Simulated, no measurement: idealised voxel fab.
The following is a process module called voxel transistor to metal.
Section cut is 280 nm wide and gridded with 5 nm square cells.
Heads up, the way a cross-section reads in here is a grid of square cells, handed over as bands from the top down, with every band being one or more rows of cells. It is stipulated that each band's entry specify, in nanometres, the height of the top of the band and then that of its bottom, followed by the materials of the band in left-to-right sequence, each together with its width in nanometres. A single material marked by the word "throughout" is understood to fill the band from edge to edge; the word "empty" is understood to denote empty space. Heights are measured from 0, the level below which the as-received wafer is all one material; the lowest band has no bottom and continues downward, written as in "0 nm and below". A width such as "30->40" changes by the same amount from each row of cells to the next, from the band's top row to its bottom row. Reading "nothing got changed" for a step: not a cell of the cross-section changed in it. Any empty space of 8 cells or more lacking an open way to the top shows up in "Completely enclosed voids" as width x height at distance, distance from the left edge, in nm. Formally, on a step line, whatever follows the settings is a remark that the simulator itself makes on the step. If you see "overlay nm" on a step's line and that step has a mask, it's telling you how far right of where it was planned the mask ended up; a negative number means it went left instead.
[Steps planned for the process]
1 op RECEIVE | material Si
2 op OXIDIZE | depth nm 5
3 op CONFORMAL_DEP | material SiN | thk nm 10
4 op MASKED_ETCH | tone cover | mask id ACTIVE | width nm 105 | pitch nm 125 | etch materials SiN | depth nm 10 | overlay nm 0
5 op MASKED_ETCH | tone cover | mask id ACTIVE | width nm 105 | pitch nm 125 | etch materials SiO2 | depth nm 5 | overlay nm 0
6 op MASKED_ETCH | tone cover | mask id ACTIVE | width nm 105 | pitch nm 125 | etch materials Si | depth nm 35 | overlay nm 0
7 op FILL_DEP | material SiO2 | thk nm 5
8 op CMP | height nm 10
9 op SELECTIVE_ETCH | etch materials SiO2 | depth nm 10
10 op STRIP | etch materials SiN
11 op SELECTIVE_ETCH | etch materials SiO2 | depth nm 5
12 op OXIDIZE | depth nm 5
13 op DIRECTIONAL_DEP | material polySi | thk nm 20
14 op DIRECTIONAL_DEP | material SiCN | thk nm 15
15 op PATTERN | tone cover | mask id GATE | material resist | width nm 25 | pitch nm 125 | thk nm 15 | overlay nm 0
16 op DIRECTIONAL_ETCH | etch materials SiCN | depth nm 25
17 op DIRECTIONAL_ETCH | etch materials polySi | depth nm 30
18 op STRIP | etch materials resist
19 op CONFORMAL_DEP | material SiO2 | thk nm 5
20 op DIRECTIONAL_ETCH | etch materials SiO2 | depth nm 5
21 op CONFORMAL_DEP | material SiN | thk nm 5
22 op DIRECTIONAL_ETCH | etch materials SiN | depth nm 5
23 op DIRECTIONAL_ETCH | etch materials SiO2 | depth nm 5
24 op DIRECTIONAL_ETCH | etch materials Si | depth nm 10
25 op EPI | material SiGe | thk nm 10
26 op FILL_DEP | material SiO2 | thk nm 5
27 op CMP | height nm 30
28 op DIRECTIONAL_DEP | material SiO2 | thk nm 10
29 op MASKED_ETCH | tone open | mask id CONTACT | width nm 20 | etch materials SiO2 | depth nm 50 | overlay nm 0
30 op CONFORMAL_DEP | material TiN | thk nm 5
31 op FILL_DEP | material W | thk nm 5
32 op CMP | height nm 40
33 op CONFORMAL_DEP | material SiN | thk nm 5
34 op DIRECTIONAL_DEP | material lowk | thk nm 15
35 op PATTERN | tone open | mask id METAL_1 | material resist | width nm 20 | thk nm 15 | overlay nm 0
36 op DIRECTIONAL_ETCH | etch materials lowk | depth nm 15
37 op DIRECTIONAL_ETCH | etch materials SiN | depth nm 5
38 op STRIP | etch materials resist
39 op CONFORMAL_DEP | material TiN | thk nm 5
40 op FILL_DEP | material Cu | thk nm 5
41 op CMP | height nm 60
42 op CONFORMAL_DEP | material SiCN | thk nm 5
43 op DIRECTIONAL_DEP | material SiO2 | thk nm 30
44 op MASKED_ETCH | tone open | mask id METAL_2_HOLES | width nm 15 | pitch nm 125 | etch materials SiO2 | depth nm 30 | overlay nm 0
45 op MASKED_ETCH | tone open | mask id METAL_2 | width nm 20 | pitch nm 125 | etch materials SiO2 | depth nm 15 | overlay nm 0
46 op MASKED_ETCH | tone open | mask id METAL_2 | width nm 20 | pitch nm 125 | etch materials SiCN | depth nm 5 | overlay nm 0
47 op CONFORMAL_DEP | material TiN | thk nm 5
48 op FILL_DEP | material Cu | thk nm 5
49 op CMP | height nm 95
50 op CONFORMAL_DEP | material SiCN | thk nm 5
[Incoming wafer, cross-sectional view, post step 1]
    0 nm and below: Si throughout
    Completely enclosed voids: none
[Looking at the first of two wafers in cross-section at end of module - ran to plan]
    100 nm to 95 nm: SiCN throughout
    95 nm to 85 nm: SiO2 (30) / TiN (5) / Cu (10) / TiN (5) / SiO2 (105) / TiN (5) / Cu (10) / TiN (5) / SiO2 (105)
    85 nm to 80 nm: SiO2 (30) / TiN (5) / Cu (5) / TiN (10) / SiO2 (105) / TiN (5) / Cu (5) / TiN (10) / SiO2 (105)
    80 nm to 65 nm: SiO2 (30) / TiN (5) / Cu (5) / TiN (5) / SiO2 (110) / TiN (5) / Cu (5) / TiN (5) / SiO2 (110)
    65 nm to 60 nm: SiCN (30) / TiN (15) / SiCN (110) / TiN (15) / SiCN (110)
    60 nm to 45 nm: lowk (30) / TiN (5) / Cu (10) / TiN (5) / lowk (55) / TiN (5) / Cu (10) / TiN (5) / lowk (30) / TiN (5) / Cu (10) / TiN (5) / lowk (55) / TiN (5) / Cu (10) / TiN (5) / lowk (30)
    45 nm to 40 nm: SiN (30) / TiN (20) / SiN (55) / TiN (20) / SiN (30) / TiN (20) / SiN (55) / TiN (20) / SiN (30)
    40 nm to 30 nm: SiO2 (30) / TiN (5) / W (10) / TiN (5) / SiO2 (55) / TiN (5) / W (10) / TiN (5) / SiO2 (30) / TiN (5) / W (10) / TiN (5) / SiO2 (55) / TiN (5) / W (10) / TiN (5) / SiO2 (30)
    30 nm to 15 nm: SiO2 (30) / TiN (5) / W (10) / TiN (5) / SiO2 (5) / SiN (5) / SiO2 (5) / SiCN (25) / SiO2 (5) / SiN (5) / SiO2 (5) / TiN (5) / W (10) / TiN (5) / SiO2 (30) / TiN (5) / W (10) / TiN (5) / SiO2 (5) / SiN (5) / SiO2 (5) / SiCN (25) / SiO2 (5) / SiN (5) / SiO2 (5) / TiN (5) / W (10) / TiN (5) / SiO2 (30)
    15 nm to 5 nm: SiO2 (30) / TiN (5) / W (10) / TiN (5) / SiO2 (5) / SiN (5) / SiO2 (5) / polySi (25) / SiO2 (5) / SiN (5) / SiO2 (5) / TiN (5) / W (10) / TiN (5) / SiO2 (30) / TiN (5) / W (10) / TiN (5) / SiO2 (5) / SiN (5) / SiO2 (5) / polySi (25) / SiO2 (5) / SiN (5) / SiO2 (5) / TiN (5) / W (10) / TiN (5) / SiO2 (30)
    5 nm to 0 nm: SiO2 (30) / TiN (5) / W (5) / TiN (10) / SiO2 (5) / SiN (5) / SiO2 (5) / polySi (25) / SiO2 (5) / SiN (5) / SiO2 (5) / TiN (10) / W (5) / TiN (5) / SiO2 (30) / TiN (5) / W (5) / TiN (10) / SiO2 (5) / SiN (5) / SiO2 (5) / polySi (25) / SiO2 (5) / SiN (5) / SiO2 (5) / TiN (10) / W (5) / TiN (5) / SiO2 (30)
    0 nm to -5 nm: SiO2 (30) / TiN (5) / W (5) / TiN (5) / SiGe (10) / SiN (5) / SiO2 (5) / polySi (25) / SiO2 (5) / SiN (5) / SiGe (10) / TiN (5) / W (5) / TiN (5) / SiO2 (30) / TiN (5) / W (5) / TiN (5) / SiGe (10) / SiN (5) / SiO2 (5) / polySi (25) / SiO2 (5) / SiN (5) / SiGe (10) / TiN (5) / W (5) / TiN (5) / SiO2 (30)
    -5 nm to -10 nm: SiO2 (30) / TiN (15) / SiGe (10) / SiO2 (45) / SiGe (10) / TiN (15) / SiO2 (30) / TiN (15) / SiGe (10) / SiO2 (45) / SiGe (10) / TiN (15) / SiO2 (30)
    -10 nm to -20 nm: SiO2 (25) / SiGe (30) / Si (45) / SiGe (30) / SiO2 (20) / SiGe (30) / Si (45) / SiGe (30) / SiO2 (25)
    -20 nm to -40 nm: SiO2 (25) / Si (105) / SiO2 (20) / Si (105) / SiO2 (25)
    -40 nm and below: Si throughout
    Completely enclosed voids: none
[What the second wafer looks like in cross-section once the module is done. Its start and its plan matched the first wafer's exactly; what differed was one mistake in how it was run]
    100 nm to 95 nm: SiCN throughout
    95 nm to 85 nm: SiO2 (30) / TiN (5) / Cu (10) / TiN (5) / SiO2 (105) / TiN (5) / Cu (10) / TiN (5) / SiO2 (105)
    85 nm to 80 nm: SiO2 (30) / TiN (5) / Cu (5) / TiN (10) / SiO2 (105) / TiN (5) / Cu (5) / TiN (10) / SiO2 (105)
    80 nm to 65 nm: SiO2 (30) / TiN (5) / Cu (5) / TiN (5) / SiO2 (110) / TiN (5) / Cu (5) / TiN (5) / SiO2 (110)
    65 nm to 60 nm: SiCN (30) / TiN (15) / SiCN (110) / TiN (15) / SiCN (110)
    60 nm to 45 nm: lowk (30) / TiN (5) / Cu (10) / TiN (5) / lowk (55) / TiN (5) / Cu (10) / TiN (5) / lowk (30) / TiN (5) / Cu (10) / TiN (5) / lowk (55) / TiN (5) / Cu (10) / TiN (5) / lowk (30)
    45 nm to 40 nm: SiN (30) / TiN (20) / SiN (55) / TiN (20) / SiN (30) / TiN (20) / SiN (55) / TiN (20) / SiN (30)
    40 nm to 30 nm: SiO2 (30) / TiN (5) / SiN (10) / TiN (5) / SiO2 (55) / TiN (5) / SiN (10) / TiN (5) / SiO2 (30) / TiN (5) / SiN (10) / TiN (5) / SiO2 (55) / TiN (5) / SiN (10) / TiN (5) / SiO2 (30)
    30 nm to 15 nm: SiO2 (30) / TiN (5) / SiN (10) / TiN (5) / SiO2 (5) / SiN (5) / SiO2 (5) / SiCN (25) / SiO2 (5) / SiN (5) / SiO2 (5) / TiN (5) / SiN (10) / TiN (5) / SiO2 (30) / TiN (5) / SiN (10) / TiN (5) / SiO2 (5) / SiN (5) / SiO2 (5) / SiCN (25) / SiO2 (5) / SiN (5) / SiO2 (5) / TiN (5) / SiN (10) / TiN (5) / SiO2 (30)
    15 nm to 5 nm: SiO2 (30) / TiN (5) / SiN (10) / TiN (5) / SiO2 (5) / SiN (5) / SiO2 (5) / polySi (25) / SiO2 (5) / SiN (5) / SiO2 (5) / TiN (5) / SiN (10) / TiN (5) / SiO2 (30) / TiN (5) / SiN (10) / TiN (5) / SiO2 (5) / SiN (5) / SiO2 (5) / polySi (25) / SiO2 (5) / SiN (5) / SiO2 (5) / TiN (5) / SiN (10) / TiN (5) / SiO2 (30)
    5 nm to 0 nm: SiO2 (30) / TiN (5) / SiN (5) / TiN (10) / SiO2 (5) / SiN (5) / SiO2 (5) / polySi (25) / SiO2 (5) / SiN (5) / SiO2 (5) / TiN (10) / SiN (5) / TiN (5) / SiO2 (30) / TiN (5) / SiN (5) / TiN (10) / SiO2 (5) / SiN (5) / SiO2 (5) / polySi (25) / SiO2 (5) / SiN (5) / SiO2 (5) / TiN (10) / SiN (5) / TiN (5) / SiO2 (30)
    0 nm to -5 nm: SiO2 (30) / TiN (5) / SiN (5) / TiN (5) / SiGe (10) / SiN (5) / SiO2 (5) / polySi (25) / SiO2 (5) / SiN (5) / SiGe (10) / TiN (5) / SiN (5) / TiN (5) / SiO2 (30) / TiN (5) / SiN (5) / TiN (5) / SiGe (10) / SiN (5) / SiO2 (5) / polySi (25) / SiO2 (5) / SiN (5) / SiGe (10) / TiN (5) / SiN (5) / TiN (5) / SiO2 (30)
    -5 nm to -10 nm: SiO2 (30) / TiN (15) / SiGe (10) / SiO2 (45) / SiGe (10) / TiN (15) / SiO2 (30) / TiN (15) / SiGe (10) / SiO2 (45) / SiGe (10) / TiN (15) / SiO2 (30)
    -10 nm to -20 nm: SiO2 (25) / SiGe (30) / Si (45) / SiGe (30) / SiO2 (20) / SiGe (30) / Si (45) / SiGe (30) / SiO2 (25)
    -20 nm to -40 nm: SiO2 (25) / Si (105) / SiO2 (20) / Si (105) / SiO2 (25)
    -40 nm and below: Si throughout
    Completely enclosed voids: none
What was the processing mistake? the process deviated at step 31: the operation and settings actually run there were op FILL_DEP | material SiN | thk nm 5
It is noted that, at the conclusion of processing, the second wafer exhibits a higher or lower cell count for certain materials relative to the first: SiN +64 | W -64
